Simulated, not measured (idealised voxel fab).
voxel air gaps: a process module
Pictured: cross-section cut, 265 nm wide, on a grid of 5 nm square cells.
In this document a cross-section is written as a grid of square cells. It is given as a series of bands, listed from the top down, and a band is one or more rows of cells.
First you get the band's top height and its bottom height, in nm, and then the materials it's made of, left to right, with each width in nm. If you see a single material with "everywhere", that one covers the band edge to edge. "empty" is empty space.
Where do heights start? At 0: under that level the wafer as delivered is made of one material only. And the lowest band has no floor; it just carries on downward, as in "z 0 and below".
The two numbers in a width such as "30..40" mark its ends across the band: the first belongs to the top row of cells, the second to the bottom row, and from each row to the next the width moves by the same amount.
"no change" means the step left every cell of the cross-section as it was.
Empty spaces counting at least 8 cells and having no open way to the top are listed in "Fully sealed voids". The notation width x height at distance is used for each, the distance being from the left edge and all three values in nm.
On each step's line, the part that comes after the settings is the simulator's own comment on the step.
On any step carrying a mask, the "overlay nm" setting, if present on the step's line, tells how far right of its planned place the mask lay; negative values point to the left.
# Process steps (planned)
1) RECEIVE (material Si)
2) CONFORMAL_DEP (material SiO2; thk nm 10)
3) CONFORMAL_DEP (material SiN; thk nm 5)
4) DIRECTIONAL_DEP (material lowk; thk nm 40)
5) PATTERN (tone open; mask id LINES; material resist; width nm 20; pitch nm 45; thk nm 15; overlay nm 0)
6) DIRECTIONAL_ETCH (etch materials lowk; depth nm 40)
7) STRIP (etch materials resist)
8) CONFORMAL_DEP (material TiN; thk nm 5)
9) FILL_DEP (material Cu; thk nm 5)
10) CMP (height nm 55)
11) EPI (material Ru; thk nm 10)
12) SELECTIVE_ETCH (etch materials lowk; depth nm 50)
13) CONFORMAL_DEP (material SiN; thk nm 5)
# Cross-section of the incoming wafer, state after step 1
	z 0 and below | Si everywhere
	Fully sealed voids: none
# Below is the wafer in cross-section after the module was completed. It began from the starting point shown above and followed the plan shown above, except that one mistake was made while running it
	z 70 to 65 | SiN everywhere
	z 65 to 55 | Ru everywhere
	z 55 to 50 | TiN: 60 | Cu: 10 | TiN: 35 | Cu: 10 | TiN: 35 | Cu: 10 | TiN: 35 | Cu: 10 | TiN: 60
	z 50 to 15 | lowk: 55 | TiN: 5 | Cu: 10 | TiN: 5 | lowk: 25 | TiN: 5 | Cu: 10 | TiN: 5 | lowk: 25 | TiN: 5 | Cu: 10 | TiN: 5 | lowk: 25 | TiN: 5 | Cu: 10 | TiN: 5 | lowk: 55
	z 15 to 10 | lowk: 55 | TiN: 20 | lowk: 25 | TiN: 20 | lowk: 25 | TiN: 20 | lowk: 25 | TiN: 20 | lowk: 55
	z 10 to 0 | SiO2 everywhere
	z 0 and below | Si everywhere
	Fully sealed voids: none
Want to know what went wrong? it should be noted that step 3 of the plan was omitted and was not performed
